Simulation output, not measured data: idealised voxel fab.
voxel wiring stack: a process module
cross-section cut | 275 nm wide | cells 5 nm
If you're reading a cross-section in this doc, picture square cells in a grid; it comes to you as bands, top ones listed first down to the bottom, and a band can be one or more rows of cells. In this notation a band is specified by the heights of its top and bottom, in that order and in nm, after which its materials appear from left to right, each paired with its width in nm. The word "throughout" attached to a single material means that material fills the band from edge to edge; the word "empty" stands for empty space. Ref level 0: as-received wafer is one material below here. Bottom band extends down with no lower bound ("z 0 and below"). Top row gets the first number, bottom row gets the second, and each row in between changes by the same step: that is how a band width like "30->40" works. Reading "no alteration" for a step: not a cell of the cross-section changed in it. Voids not open to the top, 8 cells minimum: see "Closed void list". Written width x height at distance; distance is from the left edge; nm. Post-settings text on a step line: simulator's own remark regarding the step. What "overlay nm" on a step's line means: if the step has a mask, that mask lay this far to the right of its planned place, or, when the value is negative, to the left.

### List of planned process steps
- 1: op RECEIVE | material Si
- 2: op CONFORMAL_DEP | material SiO2 | thk nm 15
- 3: op DIRECTIONAL_DEP | material TiN | thk nm 5
- 4: op DIRECTIONAL_DEP | material Ru | thk nm 25
- 5: op PATTERN | tone cover | mask id METAL_1 | material resist | width nm 25 | pitch nm 40 | thk nm 20 | overlay nm 0
- 6: op DIRECTIONAL_ETCH | etch materials Ru | depth nm 25
- 7: op DIRECTIONAL_ETCH | etch materials TiN | depth nm 5
- 8: op STRIP | etch materials resist
- 9: op FILL_DEP | material lowk | thk nm 10
- 10: op CMP | height nm 45
- 11: op CONFORMAL_DEP | material SiCN | thk nm 5
- 12: op DIRECTIONAL_DEP | material SiO2 | thk nm 30
- 13: op DIRECTIONAL_DEP | material aC | thk nm 10
- 14: op PATTERN | tone open | mask id METAL_2 | material resist | width nm 25 | pitch nm 40 | thk nm 30 | overlay nm 0
- 15: op DIRECTIONAL_ETCH | etch materials aC | depth nm 10
- 16: op STRIP | etch materials resist
- 17: op DIRECTIONAL_ETCH | etch materials SiO2 | depth nm 20
- 18: op STRIP | etch materials aC
- 19: op DIRECTIONAL_DEP | material aC | thk nm 15
- 20: op PATTERN | tone open | mask id METAL_2_HOLES | material resist | width nm 15 | pitch nm 80 | thk nm 35 | overlay nm 0
- 21: op DIRECTIONAL_ETCH | etch materials aC | depth nm 15
- 22: op STRIP | etch materials resist
- 23: op DIRECTIONAL_ETCH | etch materials SiO2 | depth nm 10
- 24: op DIRECTIONAL_ETCH | etch materials SiCN | depth nm 5
- 25: op STRIP | etch materials aC
- 26: op CONFORMAL_DEP | material TiN | thk nm 5
- 27: op FILL_DEP | material Cu | thk nm 10
- 28: op CMP | height nm 80
- 29: op CONFORMAL_DEP | material SiCN | thk nm 5
- 30: op DIRECTIONAL_DEP | material SiO2 | thk nm 30
- 31: op PATTERN | tone open | mask id METAL_3 | material resist | width nm 25 | pitch nm 40 | thk nm 15 | overlay nm 0
- 32: op DIRECTIONAL_ETCH | etch materials SiO2 | depth nm 20
- 33: op STRIP | etch materials resist
- 34: op DIRECTIONAL_DEP | material aC | thk nm 10
- 35: op PATTERN | tone open | mask id METAL_3_HOLES | material resist | width nm 15 | pitch nm 80 | thk nm 25 | overlay nm 0
- 36: op DIRECTIONAL_ETCH | etch materials aC | depth nm 10
- 37: op STRIP | etch materials resist
- 38: op DIRECTIONAL_ETCH | etch materials SiO2 | depth nm 10
- 39: op DIRECTIONAL_ETCH | etch materials SiCN | depth nm 5
- 40: op STRIP | etch materials aC
- 41: op CONFORMAL_DEP | material TiN | thk nm 5
- 42: op FILL_DEP | material Ru | thk nm 5
- 43: op CMP | height nm 115
- 44: op CONFORMAL_DEP | material SiCN | thk nm 5
- 45: op DIRECTIONAL_DEP | material SiO2 | thk nm 30
- 46: op PATTERN | tone open | mask id METAL_4_HOLES | material resist | width nm 15 | pitch nm 40 | thk nm 20 | overlay nm 0
- 47: op DIRECTIONAL_ETCH | etch materials SiO2 | depth nm 30
- 48: op STRIP | etch materials resist
- 49: op PATTERN | tone open | mask id METAL_4 | material resist | width nm 25 | pitch nm 40 | thk nm 20 | overlay nm 0
- 50: op DIRECTIONAL_ETCH | etch materials SiO2 | depth nm 20
- 51: op DIRECTIONAL_ETCH | etch materials SiCN | depth nm 5
- 52: op STRIP | etch materials resist
- 53: op CONFORMAL_DEP | material TiN | thk nm 5
- 54: op FILL_DEP | material Cu | thk nm 5
- 55: op CMP | height nm 150
- 56: op CONFORMAL_DEP | material SiCN | thk nm 5

### Incoming wafer in cross-section (state: after step 1)
  z 0 and below = Si throughout
  Closed void list: none

### Same starting wafer, same plan as above, one mistake in the execution; this is the cross-section at the end of the module
  z 155 to 150 = SiCN throughout
  z 150 to 135 = SiO2 85; TiN 5; Cu 20; TiN 5; SiO2 10; TiN 5; Cu 20; TiN 5; SiO2 10; TiN 5; Cu 20; TiN 5; SiO2 80
  z 135 to 125 = SiO2 85; TiN 5; Cu 5; TiN 20->5; SiO2 10->25; TiN 5; Cu 5; TiN 20->5; SiO2 10->25; TiN 5; Cu 5; TiN 20->5; SiO2 80->95
  z 125 to 120 = SiO2 85; TiN 15; SiO2 25; TiN 15; SiO2 25; TiN 15; SiO2 95
  z 120 to 115 = SiCN 90; TiN 10; SiCN 30; TiN 10; SiCN 30; TiN 10; SiCN 95
  z 115 to 100 = SiO2 85; TiN 5; Ru 15; TiN 5; SiO2 15; TiN 5; Ru 15; TiN 5; SiO2 15; TiN 5; Ru 15; TiN 5; SiO2 85
  z 100 to 95 = SiO2 85; TiN 5; Ru 5; TiN 15; SiO2 15; TiN 25; SiO2 15; TiN 5; Ru 5; TiN 15; SiO2 85
  z 95 to 85 = SiO2 85; TiN 5; Ru 5; TiN 5; SiO2 65; TiN 5; Ru 5; TiN 5; SiO2 95
  z 85 to 80 = SiCN 85; TiN 15; SiCN 65; TiN 15; SiCN 95
  z 80 to 65 = SiO2 85; TiN 5; Cu 15; TiN 5; SiO2 15; TiN 5; Cu 15; TiN 5; SiO2 15; TiN 5; Cu 15; TiN 5; SiO2 85
  z 65 to 60 = SiO2 85; TiN 5; Cu 5; TiN 15; SiO2 15; TiN 25; SiO2 15; TiN 5; Cu 5; TiN 15; SiO2 85
  z 60 to 50 = SiO2 85; TiN 5; Cu 5; TiN 5; SiO2 65; TiN 5; Cu 5; TiN 5; SiO2 95
  z 50 to 45 = SiCN 85; TiN 15; SiCN 65; TiN 15; SiCN 95
  z 45 to 20 = lowk 85; Ru 25; lowk 15; Ru 25; lowk 15; Ru 25; lowk 85
  z 20 to 15 = lowk 85; TiN 25; lowk 15; TiN 25; lowk 15; TiN 25; lowk 85
  z 15 to 0 = SiO2 throughout
  z 0 and below = Si throughout
  Closed void list: none
In executing the process, a mistake was made relative to the plan: step 49 ran with different settings than intended, the actual operation and settings being op PATTERN | tone open | mask id METAL_4 | material resist | width nm 25 | pitch nm 40 | thk nm 20 | overlay nm 5
